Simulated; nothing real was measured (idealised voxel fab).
Documented hereafter: the process module known as voxel wiring stack.
cross-section cut | 275 nm wide | cells 5 nm
Notation: cross-section as square-cell grid; stated in bands, top first, going down; one or more cell rows per band.
Top, bottom (nm), then materials left to right with widths (nm); lone material tagged "full width" fills the whole band edge to edge; "air" = empty space.
Note: height 0 marks the level under which the wafer is uniformly one material as received. Lowest band unbounded below, written "0 nm and below".
A two-number width, for instance "30->40", indicates that the width is equal to the first number in the top row of the band and to the second number in the bottom row, and that it changes by a constant amount per row of cells.
You'll sometimes find "changes: none" written for a step, and that's the way of saying that nowhere in the cross-section did a cell change during that step.
What "Internal closed voids" gives you is every empty space of 8 cells or more that is cut off from the top. Each appears as width x height at distance, with the distance taken from the left edge and width, height and distance all in nm.
Past the settings on a step's line: simulator remark, on that step.
overlay nm, on a step with a mask: how far to the right of its planned place the mask lay; to the left if negative
So here's the lineup of process steps we planned:
1. RECEIVE,material Si
2. CONFORMAL_DEP,material SiO2,thk nm 10
3. DIRECTIONAL_DEP,material TiN,thk nm 5
4. DIRECTIONAL_DEP,material Ru,thk nm 20
5. DIRECTIONAL_DEP,material aC,thk nm 10
6. PATTERN,tone cover,mask id METAL_1,material resist,width nm 25,pitch nm 40,thk nm 25,overlay nm 0
7. DIRECTIONAL_ETCH,etch materials aC,depth nm 10
8. STRIP,etch materials resist
9. DIRECTIONAL_ETCH,etch materials Ru,depth nm 20
10. DIRECTIONAL_ETCH,etch materials TiN,depth nm 5
11. STRIP,etch materials aC
12. CONFORMAL_DEP,material SiN,thk nm 5
13. FILL_DEP,material lowk,thk nm 5
14. CMP,height nm 35
15. CONFORMAL_DEP,material SiCN,thk nm 5
16. DIRECTIONAL_DEP,material lowk,thk nm 20
17. PATTERN,tone open,mask id PLUG_1,material resist,width nm 15,pitch nm 80,thk nm 20,overlay nm 0
18. DIRECTIONAL_ETCH,etch materials lowk,depth nm 20
19. DIRECTIONAL_ETCH,etch materials SiCN,depth nm 5
20. STRIP,etch materials resist
21. EPI,material Ru,thk nm 10
22. EPI,material Ru,thk nm 10
23. EPI,material Ru,thk nm 5
24. DIRECTIONAL_DEP,material TiN,thk nm 5
25. DIRECTIONAL_DEP,material W,thk nm 25
26. DIRECTIONAL_DEP,material aC,thk nm 10
27. PATTERN,tone cover,mask id METAL_2,material resist,width nm 25,pitch nm 40,thk nm 30,overlay nm 0
28. DIRECTIONAL_ETCH,etch materials aC,depth nm 10
29. STRIP,etch materials resist
30. DIRECTIONAL_ETCH,etch materials W,depth nm 25
31. DIRECTIONAL_ETCH,etch materials TiN,depth nm 5
32. STRIP,etch materials aC
33. FILL_DEP,material lowk,thk nm 10
34. CMP,height nm 90
35. CONFORMAL_DEP,material SiN,thk nm 5
On the first of the two wafers: run conducted according to plan:
Incoming wafer in cross-section (state: after step 1):
> 0 nm and below: Si full width
> Internal closed voids: none
You're looking at a cross-section of the wafer after step 2:
> 10 nm to 0 nm: SiO2 full width
> For the remainder of the cross-section, below 0, there is no change.
You're looking at a cross-section of the wafer after step 3:
> 15 nm to 10 nm: TiN full width
> For the remainder of the cross-section, below 10, there is no change.
You're looking at a cross-section of the wafer after step 4:
> 35 nm to 15 nm: Ru full width
> For the remainder of the cross-section, below 15, there is no change.
You're looking at a cross-section of the wafer after step 5:
> 45 nm to 35 nm: aC full width
> For the remainder of the cross-section, below 35, there is no change.
You're looking at a cross-section of the wafer after step 6:
> 70 nm to 45 nm: air 65 / resist 25 / air 15 / resist 25 / air 15 / resist 25 / air 15 / resist 25 / air 65
> For the remainder of the cross-section, below 45, there is no change.
You're looking at a cross-section of the wafer after step 7:
> 60 nm to 45 nm: air 65 / resist 25 / air 15 / resist 25 / air 15 / resist 25 / air 15 / resist 25 / air 65
> 45 nm to 35 nm: air 65 / aC 25 / air 15 / aC 25 / air 15 / aC 25 / air 15 / aC 25 / air 65
> For the remainder of the cross-section, below 35, there is no change.
You're looking at a cross-section of the wafer after step 8:
> 45 nm to 35 nm: air 65 / aC 25 / air 15 / aC 25 / air 15 / aC 25 / air 15 / aC 25 / air 65
> For the remainder of the cross-section, below 35, there is no change.
You're looking at a cross-section of the wafer after step 9:
> 45 nm to 35 nm: air 65 / aC 25 / air 15 / aC 25 / air 15 / aC 25 / air 15 / aC 25 / air 65
> 35 nm to 15 nm: air 65 / Ru 25 / air 15 / Ru 25 / air 15 / Ru 25 / air 15 / Ru 25 / air 65
> For the remainder of the cross-section, below 15, there is no change.
You're looking at a cross-section of the wafer after step 10:
> 45 nm to 35 nm: air 65 / aC 25 / air 15 / aC 25 / air 15 / aC 25 / air 15 / aC 25 / air 65
> 35 nm to 15 nm: air 65 / Ru 25 / air 15 / Ru 25 / air 15 / Ru 25 / air 15 / Ru 25 / air 65
> 15 nm to 10 nm: air 65 / TiN 25 / air 15 / TiN 25 / air 15 / TiN 25 / air 15 / TiN 25 / air 65
> For the remainder of the cross-section, below 10, there is no change.
You're looking at a cross-section of the wafer after step 11:
> 35 nm to 15 nm: air 65 / Ru 25 / air 15 / Ru 25 / air 15 / Ru 25 / air 15 / Ru 25 / air 65
> For the remainder of the cross-section, below 15, there is no change.
You're looking at a cross-section of the wafer after step 12:
> 40 nm to 35 nm: air 60 / SiN 35 / air 5 / SiN 35 / air 5 / SiN 35 / air 5 / SiN 35 / air 60
> 35 nm to 15 nm: air 60 / SiN 5 / Ru 25 / SiN 5 / air 5 / SiN 5 / Ru 25 / SiN 5 / air 5 / SiN 5 / Ru 25 / SiN 5 / air 5 / SiN 5 / Ru 25 / SiN 5 / air 60
> 15 nm to 10 nm: SiN 65 / TiN 25 / SiN 15 / TiN 25 / SiN 15 / TiN 25 / SiN 15 / TiN 25 / SiN 65
> For the remainder of the cross-section, below 10, there is no change.
You're looking at a cross-section of the wafer after step 13:
> 45 nm to 40 nm: lowk full width
> 40 nm to 35 nm: lowk 60 / SiN 35 / lowk 5 / SiN 35 / lowk 5 / SiN 35 / lowk 5 / SiN 35 / lowk 60
> 35 nm to 15 nm: lowk 60 / SiN 5 / Ru 25 / SiN 5 / lowk 5 / SiN 5 / Ru 25 / SiN 5 / lowk 5 / SiN 5 / Ru 25 / SiN 5 / lowk 5 / SiN 5 / Ru 25 / SiN 5 / lowk 60
> For the remainder of the cross-section, below 15, there is no change.
You're looking at a cross-section of the wafer after step 14:
> 35 nm to 15 nm: lowk 60 / SiN 5 / Ru 25 / SiN 5 / lowk 5 / SiN 5 / Ru 25 / SiN 5 / lowk 5 / SiN 5 / Ru 25 / SiN 5 / lowk 5 / SiN 5 / Ru 25 / SiN 5 / lowk 60
> For the remainder of the cross-section, below 15, there is no change.
You're looking at a cross-section of the wafer after step 15:
> 40 nm to 35 nm: SiCN full width
> For the remainder of the cross-section, below 35, there is no change.
You're looking at a cross-section of the wafer after step 16:
> 60 nm to 40 nm: lowk full width
> For the remainder of the cross-section, below 40, there is no change.
You're looking at a cross-section of the wafer after step 17:
> 80 nm to 60 nm: resist 65 / air 15 / resist 65 / air 15 / resist 115
> For the remainder of the cross-section, below 60, there is no change.
You're looking at a cross-section of the wafer after step 18:
> 80 nm to 60 nm: resist 65 / air 15 / resist 65 / air 15 / resist 115
> 60 nm to 40 nm: lowk 65 / air 15 / lowk 65 / air 15 / lowk 115
> For the remainder of the cross-section, below 40, there is no change.
You're looking at a cross-section of the wafer after step 19:
> 80 nm to 60 nm: resist 65 / air 15 / resist 65 / air 15 / resist 115
> 60 nm to 40 nm: lowk 65 / air 15 / lowk 65 / air 15 / lowk 115
> 40 nm to 35 nm: SiCN 65 / air 15 / SiCN 65 / air 15 / SiCN 115
> For the remainder of the cross-section, below 35, there is no change.
You're looking at a cross-section of the wafer after step 20:
> 60 nm to 40 nm: lowk 65 / air 15 / lowk 65 / air 15 / lowk 115
> For the remainder of the cross-section, below 40, there is no change.
You're looking at a cross-section of the wafer after step 21:
> 60 nm to 45 nm: lowk 65 / air 15 / lowk 65 / air 15 / lowk 115
> 45 nm to 40 nm: lowk 65 / Ru 15 / lowk 65 / Ru 15 / lowk 115
> 40 nm to 35 nm: SiCN 65 / Ru 15 / SiCN 65 / Ru 15 / SiCN 115
> For the remainder of the cross-section, below 35, there is no change.
You're looking at a cross-section of the wafer after step 22:
> 60 nm to 55 nm: lowk 65 / air 15 / lowk 65 / air 15 / lowk 115
> 55 nm to 40 nm: lowk 65 / Ru 15 / lowk 65 / Ru 15 / lowk 115
> For the remainder of the cross-section, below 40, there is no change.
You're looking at a cross-section of the wafer after step 23:
> 60 nm to 40 nm: lowk 65 / Ru 15 / lowk 65 / Ru 15 / lowk 115
> For the remainder of the cross-section, below 40, there is no change.
You're looking at a cross-section of the wafer after step 24:
> 65 nm to 60 nm: TiN full width
> For the remainder of the cross-section, below 60, there is no change.
You're looking at a cross-section of the wafer after step 25:
> 90 nm to 65 nm: W full width
> For the remainder of the cross-section, below 65, there is no change.
You're looking at a cross-section of the wafer after step 26:
> 100 nm to 90 nm: aC full width
> For the remainder of the cross-section, below 90, there is no change.
You're looking at a cross-section of the wafer after step 27:
> 130 nm to 100 nm: air 65 / resist 25 / air 15 / resist 25 / air 15 / resist 25 / air 15 / resist 25 / air 65
> For the remainder of the cross-section, below 100, there is no change.
You're looking at a cross-section of the wafer after step 28:
> 120 nm to 100 nm: air 65 / resist 25 / air 15 / resist 25 / air 15 / resist 25 / air 15 / resist 25 / air 65
> 100 nm to 90 nm: air 65 / aC 25 / air 15 / aC 25 / air 15 / aC 25 / air 15 / aC 25 / air 65
> For the remainder of the cross-section, below 90, there is no change.
You're looking at a cross-section of the wafer after step 29:
> 100 nm to 90 nm: air 65 / aC 25 / air 15 / aC 25 / air 15 / aC 25 / air 15 / aC 25 / air 65
> For the remainder of the cross-section, below 90, there is no change.
You're looking at a cross-section of the wafer after step 30:
> 100 nm to 90 nm: air 65 / aC 25 / air 15 / aC 25 / air 15 / aC 25 / air 15 / aC 25 / air 65
> 90 nm to 65 nm: air 65 / W 25 / air 15 / W 25 / air 15 / W 25 / air 15 / W 25 / air 65
> For the remainder of the cross-section, below 65, there is no change.
You're looking at a cross-section of the wafer after step 31:
> 100 nm to 90 nm: air 65 / aC 25 / air 15 / aC 25 / air 15 / aC 25 / air 15 / aC 25 / air 65
> 90 nm to 65 nm: air 65 / W 25 / air 15 / W 25 / air 15 / W 25 / air 15 / W 25 / air 65
> 65 nm to 60 nm: air 65 / TiN 25 / air 15 / TiN 25 / air 15 / TiN 25 / air 15 / TiN 25 / air 65
> For the remainder of the cross-section, below 60, there is no change.
You're looking at a cross-section of the wafer after step 32:
> 90 nm to 65 nm: air 65 / W 25 / air 15 / W 25 / air 15 / W 25 / air 15 / W 25 / air 65
> For the remainder of the cross-section, below 65, there is no change.
You're looking at a cross-section of the wafer after step 33:
> 100 nm to 90 nm: lowk full width
> 90 nm to 65 nm: lowk 65 / W 25 / lowk 15 / W 25 / lowk 15 / W 25 / lowk 15 / W 25 / lowk 65
> 65 nm to 60 nm: lowk 65 / TiN 25 / lowk 15 / TiN 25 / lowk 15 / TiN 25 / lowk 15 / TiN 25 / lowk 65
> For the remainder of the cross-section, below 60, there is no change.
You're looking at a cross-section of the wafer after step 34:
> 90 nm to 65 nm: lowk 65 / W 25 / lowk 15 / W 25 / lowk 15 / W 25 / lowk 15 / W 25 / lowk 65
> For the remainder of the cross-section, below 65, there is no change.
You're looking at a cross-section of the wafer after step 35:
> 95 nm to 90 nm: SiN full width
> For the remainder of the cross-section, below 90, there is no change.
Second wafer: same start and same plan as the first, one execution error; identical to the first through step 15:
Cross-section of the second wafer at the time by which step 16 should have been completed according to the plan:
> 80 nm to 40 nm: lowk full width
> For the remainder of the cross-section, below 40, there is no change.
Cross-section of the second wafer at the time by which step 17 should have been completed according to the plan:
> 100 nm to 80 nm: resist 65 / air 15 / resist 65 / air 15 / resist 115
> For the remainder of the cross-section, below 80, there is no change.
Cross-section of the second wafer at the time by which step 18 should have been completed according to the plan:
> 100 nm to 80 nm: resist 65 / air 15 / resist 65 / air 15 / resist 115
> 80 nm to 60 nm: lowk 65 / air 15 / lowk 65 / air 15 / lowk 115
> For the remainder of the cross-section, below 60, there is no change.
Cross-section of the second wafer at the time by which step 19 should have been completed according to the plan: changes: none
Cross-section of the second wafer at the time by which step 20 should have been completed according to the plan:
> 80 nm to 60 nm: lowk 65 / air 15 / lowk 65 / air 15 / lowk 115
> For the remainder of the cross-section, below 60, there is no change.
Cross-section of the second wafer at the time by which step 21 should have been completed according to the plan: changes: none
Cross-section of the second wafer at the time by which step 22 should have been completed according to the plan: changes: none
Cross-section of the second wafer at the time by which step 23 should have been completed according to the plan: changes: none
Cross-section of the second wafer at the time by which step 24 should have been completed according to the plan:
> 85 nm to 80 nm: TiN 65 / air 15 / TiN 65 / air 15 / TiN 115
> 80 nm to 65 nm: lowk 65 / air 15 / lowk 65 / air 15 / lowk 115
> 65 nm to 60 nm: lowk 65 / TiN 15 / lowk 65 / TiN 15 / lowk 115
> For the remainder of the cross-section, below 60, there is no change.
Cross-section of the second wafer at the time by which step 25 should have been completed according to the plan:
> 110 nm to 90 nm: W 65 / air 15 / W 65 / air 15 / W 115
> 90 nm to 85 nm: W full width
> 85 nm to 80 nm: TiN 65 / W 15 / TiN 65 / W 15 / TiN 115
> 80 nm to 65 nm: lowk 65 / W 15 / lowk 65 / W 15 / lowk 115
> For the remainder of the cross-section, below 65, there is no change.
Cross-section of the second wafer at the time by which step 26 should have been completed according to the plan:
> 120 nm to 110 nm: aC 65 / air 15 / aC 65 / air 15 / aC 115
> 110 nm to 100 nm: W 65 / air 15 / W 65 / air 15 / W 115
> 100 nm to 90 nm: W 65 / aC 15 / W 65 / aC 15 / W 115
> For the remainder of the cross-section, below 90, there is no change.
Cross-section of the second wafer at the time by which step 27 should have been completed according to the plan:
> 150 nm to 120 nm: air 65 / resist 25 / air 15 / resist 25 / air 15 / resist 25 / air 15 / resist 25 / air 65
> 120 nm to 110 nm: aC 65 / resist 15 / aC 65 / resist 15 / aC 115
> 110 nm to 100 nm: W 65 / resist 15 / W 65 / resist 15 / W 115
> For the remainder of the cross-section, below 100, there is no change.
Cross-section of the second wafer at the time by which step 28 should have been completed according to the plan:
> 140 nm to 120 nm: air 65 / resist 25 / air 15 / resist 25 / air 15 / resist 25 / air 15 / resist 25 / air 65
> 120 nm to 110 nm: air 65 / resist 15 / aC 10 / air 15 / aC 25 / air 15 / resist 15 / aC 10 / air 15 / aC 25 / air 65
> For the remainder of the cross-section, below 110, there is no change.
Cross-section of the second wafer at the time by which step 29 should have been completed according to the plan:
> 120 nm to 110 nm: air 80 / aC 10 / air 15 / aC 25 / air 30 / aC 10 / air 15 / aC 25 / air 65
> 110 nm to 100 nm: W 65 / air 15 / W 65 / air 15 / W 115
> For the remainder of the cross-section, below 100, there is no change.
Cross-section of the second wafer at the time by which step 30 should have been completed according to the plan:
> 120 nm to 110 nm: air 80 / aC 10 / air 15 / aC 25 / air 30 / aC 10 / air 15 / aC 25 / air 65
> 110 nm to 100 nm: air 80 / W 10 / air 15 / W 25 / air 30 / W 10 / air 15 / W 25 / air 65
> 100 nm to 90 nm: air 65 / aC 15 / W 10 / air 15 / W 25 / air 15 / aC 15 / W 10 / air 15 / W 25 / air 65
> 90 nm to 85 nm: air 65 / W 25 / air 15 / W 25 / air 15 / W 25 / air 15 / W 25 / air 65
> For the remainder of the cross-section, below 85, there is no change.
Cross-section of the second wafer at the time by which step 31 should have been completed according to the plan:
> 120 nm to 110 nm: air 80 / aC 10 / air 15 / aC 25 / air 30 / aC 10 / air 15 / aC 25 / air 65
> 110 nm to 100 nm: air 80 / W 10 / air 15 / W 25 / air 30 / W 10 / air 15 / W 25 / air 65
> 100 nm to 90 nm: air 65 / aC 15 / W 10 / air 15 / W 25 / air 15 / aC 15 / W 10 / air 15 / W 25 / air 65
> 90 nm to 85 nm: air 65 / W 25 / air 15 / W 25 / air 15 / W 25 / air 15 / W 25 / air 65
> 85 nm to 80 nm: air 65 / W 15 / TiN 10 / air 15 / TiN 25 / air 15 / W 15 / TiN 10 / air 15 / TiN 25 / air 65
> For the remainder of the cross-section, below 80, there is no change.
Cross-section of the second wafer at the time by which step 32 should have been completed according to the plan:
> 110 nm to 90 nm: air 80 / W 10 / air 15 / W 25 / air 30 / W 10 / air 15 / W 25 / air 65
> For the remainder of the cross-section, below 90, there is no change.
Cross-section of the second wafer at the time by which step 33 should have been completed according to the plan:
> 120 nm to 110 nm: lowk full width
> 110 nm to 90 nm: lowk 80 / W 10 / lowk 15 / W 25 / lowk 30 / W 10 / lowk 15 / W 25 / lowk 65
> 90 nm to 85 nm: lowk 65 / W 25 / lowk 15 / W 25 / lowk 15 / W 25 / lowk 15 / W 25 / lowk 65
> 85 nm to 80 nm: lowk 65 / W 15 / TiN 10 / lowk 15 / TiN 25 / lowk 15 / W 15 / TiN 10 / lowk 15 / TiN 25 / lowk 65
> For the remainder of the cross-section, below 80, there is no change.
Cross-section of the second wafer at the time by which step 34 should have been completed according to the plan:
> 90 nm to 85 nm: lowk 65 / W 25 / lowk 15 / W 25 / lowk 15 / W 25 / lowk 15 / W 25 / lowk 65
> For the remainder of the cross-section, below 85, there is no change.
Cross-section of the second wafer at the time by which step 35 should have been completed according to the plan:
> 95 nm to 90 nm: SiN full width
> For the remainder of the cross-section, below 90, there is no change.
Finding, execution versus plan: step 16 was run twice
Count the cells at the end and the second wafer has more or fewer of some materials than the first: Ru: 30 fewer | SiCN: 6 more | W: 56 fewer | lowk: 80 more
